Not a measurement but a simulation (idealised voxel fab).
Title: Process Module voxel spacer lines
This is section cut - it's 190 nm across, gridded in 5 nm square cells.
A cross-section in this document is a grid of square cells, and it is written down as bands, the top band listed before the ones below it; a band is made up of one or more rows of cells. A band entry consists of two parts. The first gives the height of the band's top and the height of its bottom, in nm. The rest lists the band's materials from left to right, each with its width in nm. A single material labelled with the word "all across" fills the band from edge to edge, and the word "blank" marks empty space. For the purposes of this specification, 0 denotes the height below which the wafer in its as-received condition is composed wholly of one material, and the lowermost band, lacking a lower limit, extends downward without end, as expressed in "0 and below". Width "30 to 40": first value at the band's top row of cells, second value at its bottom row, equal change from row to row. For the purposes of this document, the phrase "nothing altered" attached to a step denotes that no cell within the cross-section was modified by that step. "Enclosed voids" contains a list of empty spaces, each no smaller than 8 cells and without an open way to the top, written in the form width x height at distance with the distance from the left edge and all three in nm. after a step's settings: what the simulator itself notes on the step. overlay nm: step with mask; distance mask lay right of planned place; negative value = left of planned place.

Steps planned for the process:
1. RECEIVE (material Si)
2. CONFORMAL_DEP (material Al2O3; thk nm 10)
3. DIRECTIONAL_DEP (material TiN; thk nm 5)
4. DIRECTIONAL_DEP (material aC; thk nm 30)
5. PATTERN (tone cover; mask id MANDREL; material resist; width nm 15; pitch nm 50; thk nm 40; overlay nm 0)
6. DIRECTIONAL_ETCH (etch materials aC; depth nm 30)
7. STRIP (etch materials resist)
8. CONFORMAL_DEP (material SiN; thk nm 10)
9. DIRECTIONAL_ETCH (etch materials SiN; depth nm 10)
10. STRIP (etch materials aC)
11. DIRECTIONAL_ETCH (etch materials TiN; depth nm 10)
12. STRIP (etch materials SiN)
varied across the wafers: thk nm of step 3. The plan shows the first wafer's value. All wafers start alike

The first of several wafers in cross-section, exactly as it reached us after step 1:
    0 and below  Si all across
    Enclosed voids: none

The table below has one row for each wafer; a row shows, as of the end of the module, how many cells of each material the wafer has gained, marked (+), or lost, marked (-), since it was received, and then the wafer's closed voids:
thk nm 5, +76 Al2O3, +8 TiN, Enclosed voids: none
thk nm 10, +76 Al2O3, +16 TiN, Enclosed voids: none
thk nm 15, +76 Al2O3, +54 TiN, Enclosed voids: none
thk nm 20, +76 Al2O3, +92 TiN, Enclosed voids: none
thk nm 25, +76 Al2O3, +130 TiN, Enclosed voids: none
